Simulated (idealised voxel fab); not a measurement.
The name of this process module is voxel ribs on slabs.
The cross-section on display is named cut; it measures 260 nm wide, and its cells are 5 nm squares.
Think of the cross-section as a grid of square cells. We describe it in bands, top to bottom, and each band covers one or more rows of those cells. Per band: top height and bottom height in nm, followed by the left-to-right materials and their widths in nm; "edge to edge" marks a single material spanning edge to edge, "empty" marks empty space. Measure heights from 0. That's the level where, below it, the as-received wafer is all one material. The lowest band is bottomless and extends downward; write it as in "from 0 down". The width entry "30..40" should be interpreted row by row: the top row of cells in the band takes the first number, the bottom row takes the second number, and the change between adjacent rows is uniform throughout. It should be understood that the words "stayed the same", when stated for a given step, signify that the cross-section underwent no change in any of its cells during that step. So "Listed closed voids" is basically the list of trapped voids: any empty space of 8 cells or more that can't reach the top through an opening. They're written width x height at distance, the distance being from the left edge, and it's all nm. Heads up: the bit after the settings on a step's line is the simulator's remark on that step. The "overlay nm" setting may appear on a step's line; for a step that uses a mask, it gives how far to the right of its planned position the mask lay, and a negative value indicates the left.
### Here's what the planned process steps look like
step 1: RECEIVE [material Si]
step 2: DIRECTIONAL_DEP [material SiO2] [thk nm 25]
step 3: DIRECTIONAL_DEP [material SiN] [thk nm 20]
step 4: DIRECTIONAL_DEP [material aC] [thk nm 5]
step 5: PATTERN [tone cover] [mask id RIB] [material resist] [width nm 25] [thk nm 30] [overlay nm 0]
step 6: DIRECTIONAL_ETCH [etch materials aC] [depth nm 15]
step 7: STRIP [etch materials resist]
step 8: DIRECTIONAL_ETCH [etch materials SiN] [depth nm 15]
step 9: STRIP [etch materials aC]
step 10: DIRECTIONAL_DEP [material aC] [thk nm 10]
step 11: PATTERN [tone cover] [mask id SLAB] [material resist] [width nm 75] [thk nm 30] [overlay nm 0]
step 12: DIRECTIONAL_ETCH [etch materials aC] [depth nm 10]
step 13: STRIP [etch materials resist]
step 14: DIRECTIONAL_ETCH [etch materials SiN] [depth nm 5]
step 15: STRIP [etch materials aC]
step 16: FILL_DEP [material SiO2] [thk nm 25]
step 17: CMP [height nm 65]
step 18: DIRECTIONAL_DEP [material TiN] [thk nm 10]
step 19: MASKED_ETCH [tone cover] [mask id HEATER] [width nm 35] [etch materials TiN] [depth nm 10] [overlay nm 0]
step 20: CONFORMAL_DEP [material SiO2] [thk nm 5]
It is noted that the wafers described herein are identical at the outset and are distinguished by the thk nm of step 4; the value stated in the plan corresponds to the first wafer.
### Cut through the first of several wafers as received, post step 1
  from 0 down | Si edge to edge
  Listed closed voids: none
### The rows of the table below are wafers. Looking at the end of the module, a row counts, for every material, the cells the wafer has gained, shown as (+), or lost, shown as (-), since it was received; its closed voids come next
thk nm 5; +30 SiN; +702 SiO2; +14 TiN; Listed closed voids: none
thk nm 10; +30 SiN; +702 SiO2; +14 TiN; Listed closed voids: none
thk nm 15; +30 SiN; +702 SiO2; +14 TiN; Listed closed voids: none
thk nm 20; +171 SiN; +561 SiO2; +14 TiN; Listed closed voids: none
thk nm 25; +171 SiN; +561 SiO2; +14 TiN; Listed closed voids: none
thk nm 30; +171 SiN; +561 SiO2; +14 TiN; Listed closed voids: none
